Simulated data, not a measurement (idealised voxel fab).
voxel released beams: a process module
Pictured: cross-section cut, 295 nm wide, on a grid of 5 nm square cells.
Format of a cross-section: grid, square cells. Given as bands. Order: top down. Band: one or more rows of cells.
This entry defines a band. It first specifies the height of the band's top and the height of its bottom in nm, and then specifies the band's materials from left to right, stating each material with its width in nm. The word "edge to edge" identifies a single material that fills the band from edge to edge, while the word "air" identifies empty space.
Ref level 0: as-received wafer is one material below here. Bottom band extends down with no lower bound ("0 down").
A width such as "30..40" changes by the same amount from each row of cells to the next, from the band's top row to its bottom row.
"nothing was modified", as given for a step, is the statement that not any cell of the cross-section underwent a change during that step.
Entry "Closed internal voids" = empty spaces >= 8 cells with no open way to the top; each as width x height at distance, distance from left edge, all nm.
The remark found on a step's line after its settings is issued by the simulator itself and pertains to that step.
A step's line can hold "overlay nm"; with a mask on that step, the setting says how far right of the planned place the mask lay, while a negative setting says it lay to the left.

# Process steps (planned)
1 RECEIVE [material Si]
2 CONFORMAL_DEP [material SiN] [thk nm 5]
3 DIRECTIONAL_DEP [material SiO2] [thk nm 10]
4 MASKED_ETCH [tone open] [mask id ANCHOR] [width nm 45] [etch materials SiO2] [depth nm 10] [overlay nm 0]
5 CONFORMAL_DEP [material TiN] [thk nm 15]
6 PATTERN [tone cover] [mask id BEAM] [material resist] [width nm 105] [thk nm 15] [overlay nm 0]
7 DIRECTIONAL_ETCH [etch materials TiN] [depth nm 15]
8 STRIP [etch materials resist]
9 STRIP [etch materials SiO2]

# Wafer cross-section on receipt, i.e. after step 1
- 0 down = Si edge to edge
- Closed internal voids: none

# Final cross-section, module run with one mistake (start and plan as above)
- 30 to 15 = air (90), then TiN (105), then air (100)
- 15 to 10 = SiN edge to edge
- 10 to 0 = SiO2 edge to edge
- 0 down = Si edge to edge
- Closed internal voids: none
What was done differently from what was planned? step 3 occupied the plan position of step 2, and the converse holds as well
